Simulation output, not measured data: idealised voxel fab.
Process module heading - voxel transistor to metal
Square cells of 5 nm make up the cross-section cut, whose width is 285 nm.
Cross-section format: a grid of square cells, given as bands from top to bottom; each band is one or more rows of cells. Each band's line starts with the height of the band's top and of its bottom, in nm. Then come its materials from left to right, each with its width in nm. One material with "edge to edge" fills the band from edge to edge. "air" is empty space. Basically, 0 is our baseline, since under it the wafer straight out of the box is all one material. The bottom band has no lower end and keeps on going down, so it looks like "0 -> down". Width spec "30->40" -> top row of cells at first value, bottom row at second value, equal per-row change in between. "remained the same" after a step means that no cell of the cross-section changed. Under "Sealed void listing" you'll find the enclosed gaps, the ones with no way out to the top, that are 8 cells or bigger; each reads width x height at distance, with distance counted from the left edge, everything in nm. It should be noted that, on the line of a given step, the content following the step's settings is a remark produced by the simulator itself with respect to that step. overlay nm, on a step with a mask: how far to the right of its planned place the mask lay; to the left if negative.

The process steps that were planned are listed below
1: RECEIVE, material Si
2: CONFORMAL_DEP, material SiO2, thk nm 5
3: CONFORMAL_DEP, material SiN, thk nm 10
4: MASKED_ETCH, tone cover, mask id ACTIVE, width nm 95, pitch nm 125, etch materials SiN, depth nm 10, overlay nm 0
5: MASKED_ETCH, tone cover, mask id ACTIVE, width nm 95, pitch nm 125, etch materials SiO2, depth nm 5, overlay nm 0
6: MASKED_ETCH, tone cover, mask id ACTIVE, width nm 95, pitch nm 125, etch materials Si, depth nm 35, overlay nm 0
7: FILL_DEP, material SiO2, thk nm 10
8: CMP, height nm 15
9: SELECTIVE_ETCH, etch materials SiO2, depth nm 5
10: STRIP, etch materials SiN
11: SELECTIVE_ETCH, etch materials SiO2, depth nm 5
12: OXIDIZE, depth nm 5
13: DIRECTIONAL_DEP, material polySi, thk nm 20
14: DIRECTIONAL_DEP, material SiCN, thk nm 10
15: PATTERN, tone cover, mask id GATE, material resist, width nm 25, pitch nm 125, thk nm 20, overlay nm 0
16: DIRECTIONAL_ETCH, etch materials SiCN, depth nm 20
17: DIRECTIONAL_ETCH, etch materials polySi, depth nm 30
18: STRIP, etch materials resist
19: CONFORMAL_DEP, material SiN, thk nm 10
20: DIRECTIONAL_ETCH, etch materials SiN, depth nm 10
21: DIRECTIONAL_ETCH, etch materials SiO2, depth nm 5
22: DIRECTIONAL_ETCH, etch materials Si, depth nm 5
23: EPI, material SiGe, thk nm 10
24: FILL_DEP, material SiO2, thk nm 5
25: CMP, height nm 30
26: DIRECTIONAL_DEP, material SiO2, thk nm 10
27: MASKED_ETCH, tone open, mask id CONTACT, width nm 15, etch materials SiO2, depth nm 35, overlay nm 0
28: CONFORMAL_DEP, material TiN, thk nm 5
29: FILL_DEP, material Ru, thk nm 5
30: CMP, height nm 40
31: DIRECTIONAL_DEP, material TiN, thk nm 5
32: DIRECTIONAL_DEP, material Ru, thk nm 25
33: MASKED_ETCH, tone cover, mask id METAL_1, width nm 15, etch materials Ru, depth nm 25, overlay nm 0
34: MASKED_ETCH, tone cover, mask id METAL_1, width nm 15, etch materials TiN, depth nm 5, overlay nm 0
35: FILL_DEP, material lowk, thk nm 10
36: CMP, height nm 70
37: CONFORMAL_DEP, material SiN, thk nm 5

Concerning the first of two wafers, which was run in accordance with the plan

Here's what the wafer looked like in cross-section when it arrived - that's after step 1
0 -> down | Si edge to edge
Sealed void listing: none

After step 2, in cross-section
5 -> 0 | SiO2 edge to edge
Below 0 it's all the same as before, nothing changed down there.

After step 3, in cross-section
15 -> 5 | SiN edge to edge
Below 5 it's all the same as before, nothing changed down there.

After step 4, in cross-section
15 -> 5 | 30 air / 95 SiN / 30 air / 95 SiN / 35 air
Below 5 it's all the same as before, nothing changed down there.

After step 5, in cross-section
15 -> 5 | 30 air / 95 SiN / 30 air / 95 SiN / 35 air
5 -> 0 | 30 air / 95 SiO2 / 30 air / 95 SiO2 / 35 air
Below 0 it's all the same as before, nothing changed down there.

After step 6, in cross-section
15 -> 5 | 30 air / 95 SiN / 30 air / 95 SiN / 35 air
5 -> 0 | 30 air / 95 SiO2 / 30 air / 95 SiO2 / 35 air
0 -> -35 | 30 air / 95 Si / 30 air / 95 Si / 35 air
Below -35 it's all the same as before, nothing changed down there.

After step 7, in cross-section
25 -> 15 | SiO2 edge to edge
15 -> 5 | 30 SiO2 / 95 SiN / 30 SiO2 / 95 SiN / 35 SiO2
5 -> 0 | SiO2 edge to edge
0 -> -35 | 30 SiO2 / 95 Si / 30 SiO2 / 95 Si / 35 SiO2
Below -35 it's all the same as before, nothing changed down there.

After step 8, in cross-section
15 -> 5 | 30 SiO2 / 95 SiN / 30 SiO2 / 95 SiN / 35 SiO2
Below 5 it's all the same as before, nothing changed down there.

After step 9, in cross-section
15 -> 10 | 30 air / 95 SiN / 30 air / 95 SiN / 35 air
Below 10 it's all the same as before, nothing changed down there.

After step 10, in cross-section
10 -> 5 | 30 SiO2 / 95 air / 30 SiO2 / 95 air / 35 SiO2
Below 5 it's all the same as before, nothing changed down there.

After step 11, in cross-section
5 -> 0 | 25 SiO2 / 105 air / 20 SiO2 / 105 air / 30 SiO2
Below 0 it's all the same as before, nothing changed down there.

After step 12, in cross-section
5 -> 0 | 25 SiO2 / 105 air / 20 SiO2 / 105 air / 30 SiO2
0 -> -5 | SiO2 edge to edge
Below -5 it's all the same as before, nothing changed down there.

After step 13, in cross-section
25 -> 20 | 25 polySi / 105 air / 20 polySi / 105 air / 30 polySi
20 -> 5 | polySi edge to edge
5 -> 0 | 25 SiO2 / 105 polySi / 20 SiO2 / 105 polySi / 30 SiO2
Below 0 it's all the same as before, nothing changed down there.

After step 14, in cross-section
35 -> 30 | 25 SiCN / 105 air / 20 SiCN / 105 air / 30 SiCN
30 -> 25 | SiCN edge to edge
25 -> 20 | 25 polySi / 105 SiCN / 20 polySi / 105 SiCN / 30 polySi
Below 20 it's all the same as before, nothing changed down there.

After step 15, in cross-section
55 -> 35 | 65 air / 25 resist / 100 air / 25 resist / 70 air
35 -> 30 | 25 SiCN / 40 air / 25 resist / 40 air / 20 SiCN / 40 air / 25 resist / 40 air / 30 SiCN
Below 30 it's all the same as before, nothing changed down there.

After step 16, in cross-section
55 -> 30 | 65 air / 25 resist / 100 air / 25 resist / 70 air
30 -> 25 | 65 air / 25 SiCN / 100 air / 25 SiCN / 70 air
25 -> 20 | 25 polySi / 40 air / 25 SiCN / 40 air / 20 polySi / 40 air / 25 SiCN / 40 air / 30 polySi
Below 20 it's all the same as before, nothing changed down there.

After step 17, in cross-section
55 -> 30 | 65 air / 25 resist / 100 air / 25 resist / 70 air
30 -> 20 | 65 air / 25 SiCN / 100 air / 25 SiCN / 70 air
20 -> 5 | 65 air / 25 polySi / 100 air / 25 polySi / 70 air
5 -> 0 | 25 SiO2 / 40 air / 25 polySi / 40 air / 20 SiO2 / 40 air / 25 polySi / 40 air / 30 SiO2
Below 0 it's all the same as before, nothing changed down there.

After step 18, in cross-section
30 -> 20 | 65 air / 25 SiCN / 100 air / 25 SiCN / 70 air
Below 20 it's all the same as before, nothing changed down there.

After step 19, in cross-section
40 -> 30 | 55 air / 45 SiN / 80 air / 45 SiN / 60 air
30 -> 20 | 55 air / 10 SiN / 25 SiCN / 10 SiN / 80 air / 10 SiN / 25 SiCN / 10 SiN / 60 air
20 -> 15 | 55 air / 10 SiN / 25 polySi / 10 SiN / 80 air / 10 SiN / 25 polySi / 10 SiN / 60 air
15 -> 10 | 35 SiN / 20 air / 10 SiN / 25 polySi / 10 SiN / 20 air / 40 SiN / 20 air / 10 SiN / 25 polySi / 10 SiN / 20 air / 40 SiN
10 -> 5 | 65 SiN / 25 polySi / 100 SiN / 25 polySi / 70 SiN
5 -> 0 | 25 SiO2 / 40 SiN / 25 polySi / 40 SiN / 20 SiO2 / 40 SiN / 25 polySi / 40 SiN / 30 SiO2
Below 0 it's all the same as before, nothing changed down there.

After step 20, in cross-section
30 -> 20 | 55 air / 10 SiN / 25 SiCN / 10 SiN / 80 air / 10 SiN / 25 SiCN / 10 SiN / 60 air
20 -> 5 | 55 air / 10 SiN / 25 polySi / 10 SiN / 80 air / 10 SiN / 25 polySi / 10 SiN / 60 air
5 -> 0 | 25 SiO2 / 10 SiN / 20 air / 10 SiN / 25 polySi / 10 SiN / 20 air / 10 SiN / 20 SiO2 / 10 SiN / 20 air / 10 SiN / 25 polySi / 10 SiN / 20 air / 10 SiN / 30 SiO2
Below 0 it's all the same as before, nothing changed down there.

After step 21, in cross-section
30 -> 20 | 55 air / 10 SiN / 25 SiCN / 10 SiN / 80 air / 10 SiN / 25 SiCN / 10 SiN / 60 air
20 -> 5 | 55 air / 10 SiN / 25 polySi / 10 SiN / 80 air / 10 SiN / 25 polySi / 10 SiN / 60 air
5 -> 0 | 25 air / 10 SiN / 20 air / 10 SiN / 25 polySi / 10 SiN / 20 air / 10 SiN / 20 air / 10 SiN / 20 air / 10 SiN / 25 polySi / 10 SiN / 20 air / 10 SiN / 30 air
0 -> -5 | 35 SiO2 / 20 air / 45 SiO2 / 20 air / 40 SiO2 / 20 air / 45 SiO2 / 20 air / 40 SiO2
Below -5 it's all the same as before, nothing changed down there.

After step 22, in cross-section
30 -> 20 | 55 air / 10 SiN / 25 SiCN / 10 SiN / 80 air / 10 SiN / 25 SiCN / 10 SiN / 60 air
20 -> 5 | 55 air / 10 SiN / 25 polySi / 10 SiN / 80 air / 10 SiN / 25 polySi / 10 SiN / 60 air
5 -> 0 | 25 air / 10 SiN / 20 air / 10 SiN / 25 polySi / 10 SiN / 20 air / 10 SiN / 20 air / 10 SiN / 20 air / 10 SiN / 25 polySi / 10 SiN / 20 air / 10 SiN / 30 air
0 -> -5 | 35 SiO2 / 20 air / 45 SiO2 / 20 air / 40 SiO2 / 20 air / 45 SiO2 / 20 air / 40 SiO2
-5 -> -10 | 30 SiO2 / 5 Si / 20 air / 45 Si / 20 air / 5 Si / 30 SiO2 / 5 Si / 20 air / 45 Si / 20 air / 5 Si / 35 SiO2
Below -10 it's all the same as before, nothing changed down there.

After step 23, in cross-section
30 -> 20 | 55 air / 10 SiN / 25 SiCN / 10 SiN / 80 air / 10 SiN / 25 SiCN / 10 SiN / 60 air
20 -> 5 | 55 air / 10 SiN / 25 polySi / 10 SiN / 80 air / 10 SiN / 25 polySi / 10 SiN / 60 air
5 -> 0 | 25 air / 10 SiN / 20 SiGe / 10 SiN / 25 polySi / 10 SiN / 20 SiGe / 10 SiN / 20 air / 10 SiN / 20 SiGe / 10 SiN / 25 polySi / 10 SiN / 20 SiGe / 10 SiN / 30 air
0 -> -5 | 35 SiO2 / 20 SiGe / 45 SiO2 / 20 SiGe / 40 SiO2 / 20 SiGe / 45 SiO2 / 20 SiGe / 40 SiO2
-5 -> -10 | 30 SiO2 / 5 Si / 20 SiGe / 45 Si / 20 SiGe / 5 Si / 30 SiO2 / 5 Si / 20 SiGe / 45 Si / 20 SiGe / 5 Si / 35 SiO2
Below -10 it's all the same as before, nothing changed down there.

After step 24, in cross-section
35 -> 30 | SiO2 edge to edge
30 -> 20 | 55 SiO2 / 10 SiN / 25 SiCN / 10 SiN / 80 SiO2 / 10 SiN / 25 SiCN / 10 SiN / 60 SiO2
20 -> 5 | 55 SiO2 / 10 SiN / 25 polySi / 10 SiN / 80 SiO2 / 10 SiN / 25 polySi / 10 SiN / 60 SiO2
5 -> 0 | 25 SiO2 / 10 SiN / 20 SiGe / 10 SiN / 25 polySi / 10 SiN / 20 SiGe / 10 SiN / 20 SiO2 / 10 SiN / 20 SiGe / 10 SiN / 25 polySi / 10 SiN / 20 SiGe / 10 SiN / 30 SiO2
Below 0 it's all the same as before, nothing changed down there.

After step 25, in cross-section
30 -> 20 | 55 SiO2 / 10 SiN / 25 SiCN / 10 SiN / 80 SiO2 / 10 SiN / 25 SiCN / 10 SiN / 60 SiO2
Below 20 it's all the same as before, nothing changed down there.

After step 26, in cross-section
40 -> 30 | SiO2 edge to edge
Below 30 it's all the same as before, nothing changed down there.

After step 27, in cross-section
40 -> 30 | 35 SiO2 / 15 air / 55 SiO2 / 15 air / 40 SiO2 / 15 air / 55 SiO2 / 15 air / 40 SiO2
30 -> 20 | 35 SiO2 / 15 air / 5 SiO2 / 10 SiN / 25 SiCN / 10 SiN / 5 SiO2 / 15 air / 40 SiO2 / 15 air / 5 SiO2 / 10 SiN / 25 SiCN / 10 SiN / 5 SiO2 / 15 air / 40 SiO2
20 -> 5 | 35 SiO2 / 15 air / 5 SiO2 / 10 SiN / 25 polySi / 10 SiN / 5 SiO2 / 15 air / 40 SiO2 / 15 air / 5 SiO2 / 10 SiN / 25 polySi / 10 SiN / 5 SiO2 / 15 air / 40 SiO2
Below 5 it's all the same as before, nothing changed down there.

After step 28, in cross-section
45 -> 40 | 40 TiN / 5 air / 65 TiN / 5 air / 50 TiN / 5 air / 65 TiN / 5 air / 45 TiN
40 -> 30 | 35 SiO2 / 5 TiN / 5 air / 5 TiN / 55 SiO2 / 5 TiN / 5 air / 5 TiN / 40 SiO2 / 5 TiN / 5 air / 5 TiN / 55 SiO2 / 5 TiN / 5 air / 5 TiN / 40 SiO2
30 -> 20 | 35 SiO2 / 5 TiN / 5 air / 5 TiN / 5 SiO2 / 10 SiN / 25 SiCN / 10 SiN / 5 SiO2 / 5 TiN / 5 air / 5 TiN / 40 SiO2 / 5 TiN / 5 air / 5 TiN / 5 SiO2 / 10 SiN / 25 SiCN / 10 SiN / 5 SiO2 / 5 TiN / 5 air / 5 TiN / 40 SiO2
20 -> 10 | 35 SiO2 / 5 TiN / 5 air / 5 TiN / 5 SiO2 / 10 SiN / 25 polySi / 10 SiN / 5 SiO2 / 5 TiN / 5 air / 5 TiN / 40 SiO2 / 5 TiN / 5 air / 5 TiN / 5 SiO2 / 10 SiN / 25 polySi / 10 SiN / 5 SiO2 / 5 TiN / 5 air / 5 TiN / 40 SiO2
10 -> 5 | 35 SiO2 / 15 TiN / 5 SiO2 / 10 SiN / 25 polySi / 10 SiN / 5 SiO2 / 15 TiN / 40 SiO2 / 15 TiN / 5 SiO2 / 10 SiN / 25 polySi / 10 SiN / 5 SiO2 / 15 TiN / 40 SiO2
Below 5 it's all the same as before, nothing changed down there.

After step 29, in cross-section
50 -> 45 | Ru edge to edge
45 -> 40 | 40 TiN / 5 Ru / 65 TiN / 5 Ru / 50 TiN / 5 Ru / 65 TiN / 5 Ru / 45 TiN
40 -> 30 | 35 SiO2 / 5 TiN / 5 Ru / 5 TiN / 55 SiO2 / 5 TiN / 5 Ru / 5 TiN / 40 SiO2 / 5 TiN / 5 Ru / 5 TiN / 55 SiO2 / 5 TiN / 5 Ru / 5 TiN / 40 SiO2
30 -> 20 | 35 SiO2 / 5 TiN / 5 Ru / 5 TiN / 5 SiO2 / 10 SiN / 25 SiCN / 10 SiN / 5 SiO2 / 5 TiN / 5 Ru / 5 TiN / 40 SiO2 / 5 TiN / 5 Ru / 5 TiN / 5 SiO2 / 10 SiN / 25 SiCN / 10 SiN / 5 SiO2 / 5 TiN / 5 Ru / 5 TiN / 40 SiO2
20 -> 10 | 35 SiO2 / 5 TiN / 5 Ru / 5 TiN / 5 SiO2 / 10 SiN / 25 polySi / 10 SiN / 5 SiO2 / 5 TiN / 5 Ru / 5 TiN / 40 SiO2 / 5 TiN / 5 Ru / 5 TiN / 5 SiO2 / 10 SiN / 25 polySi / 10 SiN / 5 SiO2 / 5 TiN / 5 Ru / 5 TiN / 40 SiO2
Below 10 it's all the same as before, nothing changed down there.

After step 30, in cross-section
40 -> 30 | 35 SiO2 / 5 TiN / 5 Ru / 5 TiN / 55 SiO2 / 5 TiN / 5 Ru / 5 TiN / 40 SiO2 / 5 TiN / 5 Ru / 5 TiN / 55 SiO2 / 5 TiN / 5 Ru / 5 TiN / 40 SiO2
Below 30 it's all the same as before, nothing changed down there.

After step 31, in cross-section
45 -> 40 | TiN edge to edge
Below 40 it's all the same as before, nothing changed down there.

After step 32, in cross-section
70 -> 45 | Ru edge to edge
Below 45 it's all the same as before, nothing changed down there.

After step 33, in cross-section
70 -> 45 | 35 air / 15 Ru / 55 air / 15 Ru / 40 air / 15 Ru / 55 air / 15 Ru / 40 air
Below 45 it's all the same as before, nothing changed down there.

After step 34, in cross-section
70 -> 45 | 35 air / 15 Ru / 55 air / 15 Ru / 40 air / 15 Ru / 55 air / 15 Ru / 40 air
45 -> 40 | 35 air / 15 TiN / 55 air / 15 TiN / 40 air / 15 TiN / 55 air / 15 TiN / 40 air
Below 40 it's all the same as before, nothing changed down there.

After step 35, in cross-section
80 -> 70 | lowk edge to edge
70 -> 45 | 35 lowk / 15 Ru / 55 lowk / 15 Ru / 40 lowk / 15 Ru / 55 lowk / 15 Ru / 40 lowk
45 -> 40 | 35 lowk / 15 TiN / 55 lowk / 15 TiN / 40 lowk / 15 TiN / 55 lowk / 15 TiN / 40 lowk
Below 40 it's all the same as before, nothing changed down there.

After step 36, in cross-section
70 -> 45 | 35 lowk / 15 Ru / 55 lowk / 15 Ru / 40 lowk / 15 Ru / 55 lowk / 15 Ru / 40 lowk
Below 45 it's all the same as before, nothing changed down there.

After step 37, in cross-section
75 -> 70 | SiN edge to edge
Below 70 it's all the same as before, nothing changed down there.

Second Wafer (Identical Start and Plan, One Processing Error; Matches First Wafer Through Step 14)

Second wafer cross-section, taken as of the time the plan sets for step 15 to be done
55 -> 35 | 75 air / 25 resist / 100 air / 25 resist / 60 air
35 -> 30 | 25 SiCN / 50 air / 25 resist / 30 air / 20 SiCN / 50 air / 25 resist / 30 air / 30 SiCN
Below 30 it's all the same as before, nothing changed down there.

Second wafer cross-section, taken as of the time the plan sets for step 16 to be done
55 -> 30 | 75 air / 25 resist / 100 air / 25 resist / 60 air
30 -> 25 | 75 air / 25 SiCN / 100 air / 25 SiCN / 60 air
25 -> 20 | 25 polySi / 50 air / 25 SiCN / 30 air / 20 polySi / 50 air / 25 SiCN / 30 air / 30 polySi
Below 20 it's all the same as before, nothing changed down there.

Second wafer cross-section, taken as of the time the plan sets for step 17 to be done
55 -> 30 | 75 air / 25 resist / 100 air / 25 resist / 60 air
30 -> 20 | 75 air / 25 SiCN / 100 air / 25 SiCN / 60 air
20 -> 5 | 75 air / 25 polySi / 100 air / 25 polySi / 60 air
5 -> 0 | 25 SiO2 / 50 air / 25 polySi / 30 air / 20 SiO2 / 50 air / 25 polySi / 30 air / 30 SiO2
Below 0 it's all the same as before, nothing changed down there.

Second wafer cross-section, taken as of the time the plan sets for step 18 to be done
30 -> 20 | 75 air / 25 SiCN / 100 air / 25 SiCN / 60 air
Below 20 it's all the same as before, nothing changed down there.

Second wafer cross-section, taken as of the time the plan sets for step 19 to be done
40 -> 30 | 65 air / 45 SiN / 80 air / 45 SiN / 50 air
30 -> 20 | 65 air / 10 SiN / 25 SiCN / 10 SiN / 80 air / 10 SiN / 25 SiCN / 10 SiN / 50 air
20 -> 15 | 65 air / 10 SiN / 25 polySi / 10 SiN / 80 air / 10 SiN / 25 polySi / 10 SiN / 50 air
15 -> 10 | 35 SiN / 30 air / 10 SiN / 25 polySi / 10 SiN / 10 air / 40 SiN / 30 air / 10 SiN / 25 polySi / 10 SiN / 10 air / 40 SiN
10 -> 5 | 75 SiN / 25 polySi / 100 SiN / 25 polySi / 60 SiN
5 -> 0 | 25 SiO2 / 50 SiN / 25 polySi / 30 SiN / 20 SiO2 / 50 SiN / 25 polySi / 30 SiN / 30 SiO2
Below 0 it's all the same as before, nothing changed down there.

Second wafer cross-section, taken as of the time the plan sets for step 20 to be done
30 -> 20 | 65 air / 10 SiN / 25 SiCN / 10 SiN / 80 air / 10 SiN / 25 SiCN / 10 SiN / 50 air
20 -> 5 | 65 air / 10 SiN / 25 polySi / 10 SiN / 80 air / 10 SiN / 25 polySi / 10 SiN / 50 air
5 -> 0 | 25 SiO2 / 10 SiN / 30 air / 10 SiN / 25 polySi / 10 SiN / 10 air / 10 SiN / 20 SiO2 / 10 SiN / 30 air / 10 SiN / 25 polySi / 10 SiN / 10 air / 10 SiN / 30 SiO2
Below 0 it's all the same as before, nothing changed down there.

Second wafer cross-section, taken as of the time the plan sets for step 21 to be done
30 -> 20 | 65 air / 10 SiN / 25 SiCN / 10 SiN / 80 air / 10 SiN / 25 SiCN / 10 SiN / 50 air
20 -> 5 | 65 air / 10 SiN / 25 polySi / 10 SiN / 80 air / 10 SiN / 25 polySi / 10 SiN / 50 air
5 -> 0 | 25 air / 10 SiN / 30 air / 10 SiN / 25 polySi / 10 SiN / 10 air / 10 SiN / 20 air / 10 SiN / 30 air / 10 SiN / 25 polySi / 10 SiN / 10 air / 10 SiN / 30 air
0 -> -5 | 35 SiO2 / 30 air / 45 SiO2 / 10 air / 40 SiO2 / 30 air / 45 SiO2 / 10 air / 40 SiO2
Below -5 it's all the same as before, nothing changed down there.

Second wafer cross-section, taken as of the time the plan sets for step 22 to be done
30 -> 20 | 65 air / 10 SiN / 25 SiCN / 10 SiN / 80 air / 10 SiN / 25 SiCN / 10 SiN / 50 air
20 -> 5 | 65 air / 10 SiN / 25 polySi / 10 SiN / 80 air / 10 SiN / 25 polySi / 10 SiN / 50 air
5 -> 0 | 25 air / 10 SiN / 30 air / 10 SiN / 25 polySi / 10 SiN / 10 air / 10 SiN / 20 air / 10 SiN / 30 air / 10 SiN / 25 polySi / 10 SiN / 10 air / 10 SiN / 30 air
0 -> -5 | 35 SiO2 / 30 air / 45 SiO2 / 10 air / 40 SiO2 / 30 air / 45 SiO2 / 10 air / 40 SiO2
-5 -> -10 | 30 SiO2 / 5 Si / 30 air / 45 Si / 10 air / 5 Si / 30 SiO2 / 5 Si / 30 air / 45 Si / 10 air / 5 Si / 35 SiO2
Below -10 it's all the same as before, nothing changed down there.

Second wafer cross-section, taken as of the time the plan sets for step 23 to be done
30 -> 20 | 65 air / 10 SiN / 25 SiCN / 10 SiN / 80 air / 10 SiN / 25 SiCN / 10 SiN / 50 air
20 -> 5 | 65 air / 10 SiN / 25 polySi / 10 SiN / 80 air / 10 SiN / 25 polySi / 10 SiN / 50 air
5 -> 0 | 25 air / 10 SiN / 10 SiGe / 10 air / 10 SiGe / 10 SiN / 25 polySi / 10 SiN / 10 SiGe / 10 SiN / 20 air / 10 SiN / 10 SiGe / 10 air / 10 SiGe / 10 SiN / 25 polySi / 10 SiN / 10 SiGe / 10 SiN / 30 air
0 -> -5 | 35 SiO2 / 30 SiGe / 45 SiO2 / 10 SiGe / 40 SiO2 / 30 SiGe / 45 SiO2 / 10 SiGe / 40 SiO2
-5 -> -10 | 30 SiO2 / 5 Si / 30 SiGe / 45 Si / 10 SiGe / 5 Si / 30 SiO2 / 5 Si / 30 SiGe / 45 Si / 10 SiGe / 5 Si / 35 SiO2
Below -10 it's all the same as before, nothing changed down there.

Second wafer cross-section, taken as of the time the plan sets for step 24 to be done
35 -> 30 | SiO2 edge to edge
30 -> 20 | 65 SiO2 / 10 SiN / 25 SiCN / 10 SiN / 80 SiO2 / 10 SiN / 25 SiCN / 10 SiN / 50 SiO2
20 -> 5 | 65 SiO2 / 10 SiN / 25 polySi / 10 SiN / 80 SiO2 / 10 SiN / 25 polySi / 10 SiN / 50 SiO2
5 -> 0 | 25 SiO2 / 10 SiN / 10 SiGe / 10 SiO2 / 10 SiGe / 10 SiN / 25 polySi / 10 SiN / 10 SiGe / 10 SiN / 20 SiO2 / 10 SiN / 10 SiGe / 10 SiO2 / 10 SiGe / 10 SiN / 25 polySi / 10 SiN / 10 SiGe / 10 SiN / 30 SiO2
Below 0 it's all the same as before, nothing changed down there.

Second wafer cross-section, taken as of the time the plan sets for step 25 to be done
30 -> 20 | 65 SiO2 / 10 SiN / 25 SiCN / 10 SiN / 80 SiO2 / 10 SiN / 25 SiCN / 10 SiN / 50 SiO2
Below 20 it's all the same as before, nothing changed down there.

Second wafer cross-section, taken as of the time the plan sets for step 26 to be done
40 -> 30 | SiO2 edge to edge
Below 30 it's all the same as before, nothing changed down there.

Second wafer cross-section, taken as of the time the plan sets for step 27 to be done
40 -> 30 | 35 SiO2 / 15 air / 55 SiO2 / 15 air / 40 SiO2 / 15 air / 55 SiO2 / 15 air / 40 SiO2
30 -> 20 | 35 SiO2 / 15 air / 15 SiO2 / 10 SiN / 25 SiCN / 10 SiN / 10 air / 40 SiO2 / 15 air / 15 SiO2 / 10 SiN / 25 SiCN / 10 SiN / 10 air / 40 SiO2
20 -> 5 | 35 SiO2 / 15 air / 15 SiO2 / 10 SiN / 25 polySi / 10 SiN / 10 air / 40 SiO2 / 15 air / 15 SiO2 / 10 SiN / 25 polySi / 10 SiN / 10 air / 40 SiO2
Below 5 it's all the same as before, nothing changed down there.

Second wafer cross-section, taken as of the time the plan sets for step 28 to be done
45 -> 40 | 40 TiN / 5 air / 65 TiN / 5 air / 50 TiN / 5 air / 65 TiN / 5 air / 45 TiN
40 -> 35 | 35 SiO2 / 5 TiN / 5 air / 5 TiN / 55 SiO2 / 5 TiN / 5 air / 5 TiN / 40 SiO2 / 5 TiN / 5 air / 5 TiN / 55 SiO2 / 5 TiN / 5 air / 5 TiN / 40 SiO2
35 -> 30 | 35 SiO2 / 5 TiN / 5 air / 5 TiN / 55 SiO2 / 15 TiN / 40 SiO2 / 5 TiN / 5 air / 5 TiN / 55 SiO2 / 15 TiN / 40 SiO2
30 -> 20 | 35 SiO2 / 5 TiN / 5 air / 5 TiN / 15 SiO2 / 10 SiN / 25 SiCN / 10 SiN / 10 TiN / 40 SiO2 / 5 TiN / 5 air / 5 TiN / 15 SiO2 / 10 SiN / 25 SiCN / 10 SiN / 10 TiN / 40 SiO2
20 -> 10 | 35 SiO2 / 5 TiN / 5 air / 5 TiN / 15 SiO2 / 10 SiN / 25 polySi / 10 SiN / 10 TiN / 40 SiO2 / 5 TiN / 5 air / 5 TiN / 15 SiO2 / 10 SiN / 25 polySi / 10 SiN / 10 TiN / 40 SiO2
10 -> 5 | 35 SiO2 / 15 TiN / 15 SiO2 / 10 SiN / 25 polySi / 10 SiN / 10 TiN / 40 SiO2 / 15 TiN / 15 SiO2 / 10 SiN / 25 polySi / 10 SiN / 10 TiN / 40 SiO2
Below 5 it's all the same as before, nothing changed down there.

Second wafer cross-section, taken as of the time the plan sets for step 29 to be done
50 -> 45 | Ru edge to edge
45 -> 40 | 40 TiN / 5 Ru / 65 TiN / 5 Ru / 50 TiN / 5 Ru / 65 TiN / 5 Ru / 45 TiN
40 -> 35 | 35 SiO2 / 5 TiN / 5 Ru / 5 TiN / 55 SiO2 / 5 TiN / 5 Ru / 5 TiN / 40 SiO2 / 5 TiN / 5 Ru / 5 TiN / 55 SiO2 / 5 TiN / 5 Ru / 5 TiN / 40 SiO2
35 -> 30 | 35 SiO2 / 5 TiN / 5 Ru / 5 TiN / 55 SiO2 / 15 TiN / 40 SiO2 / 5 TiN / 5 Ru / 5 TiN / 55 SiO2 / 15 TiN / 40 SiO2
30 -> 20 | 35 SiO2 / 5 TiN / 5 Ru / 5 TiN / 15 SiO2 / 10 SiN / 25 SiCN / 10 SiN / 10 TiN / 40 SiO2 / 5 TiN / 5 Ru / 5 TiN / 15 SiO2 / 10 SiN / 25 SiCN / 10 SiN / 10 TiN / 40 SiO2
20 -> 10 | 35 SiO2 / 5 TiN / 5 Ru / 5 TiN / 15 SiO2 / 10 SiN / 25 polySi / 10 SiN / 10 TiN / 40 SiO2 / 5 TiN / 5 Ru / 5 TiN / 15 SiO2 / 10 SiN / 25 polySi / 10 SiN / 10 TiN / 40 SiO2
Below 10 it's all the same as before, nothing changed down there.

Second wafer cross-section, taken as of the time the plan sets for step 30 to be done
40 -> 35 | 35 SiO2 / 5 TiN / 5 Ru / 5 TiN / 55 SiO2 / 5 TiN / 5 Ru / 5 TiN / 40 SiO2 / 5 TiN / 5 Ru / 5 TiN / 55 SiO2 / 5 TiN / 5 Ru / 5 TiN / 40 SiO2
Below 35 it's all the same as before, nothing changed down there.

Second wafer cross-section, taken as of the time the plan sets for step 31 to be done
45 -> 40 | TiN edge to edge
Below 40 it's all the same as before, nothing changed down there.

Second wafer cross-section, taken as of the time the plan sets for step 32 to be done
70 -> 45 | Ru edge to edge
Below 45 it's all the same as before, nothing changed down there.

Second wafer cross-section, taken as of the time the plan sets for step 33 to be done
70 -> 45 | 35 air / 15 Ru / 55 air / 15 Ru / 40 air / 15 Ru / 55 air / 15 Ru / 40 air
Below 45 it's all the same as before, nothing changed down there.

Second wafer cross-section, taken as of the time the plan sets for step 34 to be done
70 -> 45 | 35 air / 15 Ru / 55 air / 15 Ru / 40 air / 15 Ru / 55 air / 15 Ru / 40 air
45 -> 40 | 35 air / 15 TiN / 55 air / 15 TiN / 40 air / 15 TiN / 55 air / 15 TiN / 40 air
Below 40 it's all the same as before, nothing changed down there.

Second wafer cross-section, taken as of the time the plan sets for step 35 to be done
80 -> 70 | lowk edge to edge
70 -> 45 | 35 lowk / 15 Ru / 55 lowk / 15 Ru / 40 lowk / 15 Ru / 55 lowk / 15 Ru / 40 lowk
45 -> 40 | 35 lowk / 15 TiN / 55 lowk / 15 TiN / 40 lowk / 15 TiN / 55 lowk / 15 TiN / 40 lowk
Below 40 it's all the same as before, nothing changed down there.

Second wafer cross-section, taken as of the time the plan sets for step 36 to be done
70 -> 45 | 35 lowk / 15 Ru / 55 lowk / 15 Ru / 40 lowk / 15 Ru / 55 lowk / 15 Ru / 40 lowk
Below 45 it's all the same as before, nothing changed down there.

Second wafer cross-section, taken as of the time the plan sets for step 37 to be done
75 -> 70 | SiN edge to edge
Below 70 it's all the same as before, nothing changed down there.
Error vs. plan: step 15 ran differently from the plan; actual operation with settings: PATTERN, tone cover, mask id GATE, material resist, width nm 25, pitch nm 125, thk nm 20, overlay nm 10
Wrapping up, a cell-based count of both wafers puts the second over or under the first for these materials: -10 Ru | -4 SiGe | +14 SiO2
